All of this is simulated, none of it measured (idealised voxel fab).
process module | voxel capacitor over wiring
cross-section cut | 170 nm wide | cells 5 nm
A cross-section is a grid of square cells, given in bands from the top down. A band is one or more rows of cells.
Each band's line starts with the height of the band's top and of its bottom, in nm. Then come its materials from left to right, each with its width in nm. One material with "throughout" fills the band from edge to edge. "air" is empty space.
Height 0 is the level under which the wafer as received is all one material. The lowest band goes on downwards, as in "0 down".
A width such as "30 to 40" changes by the same amount from each row of cells to the next, from the band's top row to its bottom row.
"no change" after a step means that no cell of the cross-section changed.
closed voids: empty space of 8 cells or more with no open way to the top, each as width x height at its distance from the left edge, in nm
after a step's settings: what the simulator itself notes on the step
overlay nm, on a step with a mask: how far to the right of its planned place the mask lay; to the left if negative
plan
1 op RECEIVE | material Si
2 op CONFORMAL_DEP | material SiO2 | thk nm 10
3 op DIRECTIONAL_DEP | material TiN | thk nm 5
4 op DIRECTIONAL_DEP | material Ru | thk nm 15
5 op PATTERN | tone cover | mask id METAL_1 | material resist | width nm 25 | pitch nm 85 | thk nm 15 | overlay nm 0
6 op DIRECTIONAL_ETCH | etch materials Ru | depth nm 15
7 op DIRECTIONAL_ETCH | etch materials TiN | depth nm 5
8 op STRIP | etch materials resist
9 op FILL_DEP | material lowk | thk nm 10
10 op CMP | height nm 30
11 op CONFORMAL_DEP | material SiCN | thk nm 5
12 op DIRECTIONAL_DEP | material lowk | thk nm 10
13 op PATTERN | tone open | mask id PLUG_1 | material resist | width nm 15 | thk nm 15 | overlay nm 0
14 op DIRECTIONAL_ETCH | etch materials lowk | depth nm 10
15 op DIRECTIONAL_ETCH | etch materials SiCN | depth nm 5
16 op STRIP | etch materials resist
17 op EPI | material Ru | thk nm 10
18 op EPI | material Ru | thk nm 5
19 op DIRECTIONAL_DEP | material TiN | thk nm 10
20 op DIRECTIONAL_DEP | material Al2O3 | thk nm 5
21 op DIRECTIONAL_DEP | material TiN | thk nm 5
22 op MASKED_ETCH | tone cover | mask id UPPER_PLATE | width nm 65 | etch materials TiN | depth nm 5 | overlay nm 0
23 op MASKED_ETCH | tone cover | mask id UPPER_PLATE | width nm 65 | etch materials Al2O3 | depth nm 5 | overlay nm 0
24 op DIRECTIONAL_DEP | material aC | thk nm 15
25 op PATTERN | tone cover | mask id LOWER_PLATE | material resist | width nm 65 | thk nm 35 | overlay nm 0
26 op DIRECTIONAL_ETCH | etch materials aC | depth nm 15
27 op STRIP | etch materials resist
28 op DIRECTIONAL_ETCH | etch materials TiN | depth nm 10
29 op STRIP | etch materials aC
30 op FILL_DEP | material SiO2 | thk nm 20
31 op CMP | height nm 80
32 op DIRECTIONAL_DEP | material aC | thk nm 15
33 op PATTERN | tone open | mask id PLUG_2 | material resist | width nm 15 | thk nm 30 | overlay nm 0
34 op DIRECTIONAL_ETCH | etch materials aC | depth nm 15
35 op STRIP | etch materials resist
36 op DIRECTIONAL_ETCH | etch materials SiO2 | depth nm 15
37 op STRIP | etch materials aC
38 op CONFORMAL_DEP | material TiN | thk nm 5
39 op FILL_DEP | material Cu | thk nm 5
40 op CMP | height nm 80
41 op CONFORMAL_DEP | material SiN | thk nm 5
varied across the wafers: width nm of step 25. The plan shows the first wafer's value. All wafers start alike
first wafer as received, after step 1
  0 down: Si throughout
  closed voids: none
first wafer at the end, after step 41
  85 to 80: SiN throughout
  80 to 70: SiO2 50 | TiN 5 | Cu 5 | TiN 5 | SiO2 105
  70 to 60: SiO2 50 to 40 | TiN 15 to 65 | SiO2 105 to 65
  60 to 55: SiO2 40 | Al2O3 65 | SiO2 65
  55 to 45: SiO2 40 | TiN 65 | SiO2 65
  45 to 35: lowk 40 | Ru 15 | lowk 115
  35 to 30: SiCN 40 | Ru 15 | SiCN 115
  30 to 15: lowk 30 | Ru 25 | lowk 60 | Ru 25 | lowk 30
  15 to 10: lowk 30 | TiN 25 | lowk 60 | TiN 25 | lowk 30
  10 to 0: SiO2 throughout
  0 down: Si throughout
  closed voids: none
last wafer at the end
  85 to 80: SiN throughout
  80 to 70: SiO2 50 | TiN 5 | Cu 5 | TiN 5 | SiO2 105
  70 to 60: SiO2 50 to 40 | TiN 15 to 65 | SiO2 105 to 65
  60 to 55: SiO2 40 | Al2O3 65 | SiO2 65
  55 to 45: SiO2 30 | TiN 90 | SiO2 50
  45 to 35: lowk 40 | Ru 15 | lowk 115
  35 to 30: SiCN 40 | Ru 15 | SiCN 115
  30 to 15: lowk 30 | Ru 25 | lowk 60 | Ru 25 | lowk 30
  15 to 10: lowk 30 | TiN 25 | lowk 60 | TiN 25 | lowk 30
  10 to 0: SiO2 throughout
  0 down: Si throughout
  closed voids: none
each wafer at the end: cells of each material gained (+) or lost (-) since it was received, then its closed voids
width nm 65 | +13 Al2O3 | +2 Cu | +39 Ru | +31 SiCN | +34 SiN | +245 SiO2 | +56 TiN | +158 lowk | closed voids: none
width nm 70 | +13 Al2O3 | +2 Cu | +39 Ru | +31 SiCN | +34 SiN | +243 SiO2 | +58 TiN | +158 lowk | closed voids: none
width nm 75 | +13 Al2O3 | +2 Cu | +39 Ru | +31 SiCN | +34 SiN | +241 SiO2 | +60 TiN | +158 lowk | closed voids: none
width nm 80 | +13 Al2O3 | +2 Cu | +39 Ru | +31 SiCN | +34 SiN | +239 SiO2 | +62 TiN | +158 lowk | closed voids: none
width nm 85 | +13 Al2O3 | +2 Cu | +39 Ru | +31 SiCN | +34 SiN | +237 SiO2 | +64 TiN | +158 lowk | closed voids: none
width nm 90 | +13 Al2O3 | +2 Cu | +39 Ru | +31 SiCN | +34 SiN | +235 SiO2 | +66 TiN | +158 lowk | closed voids: none
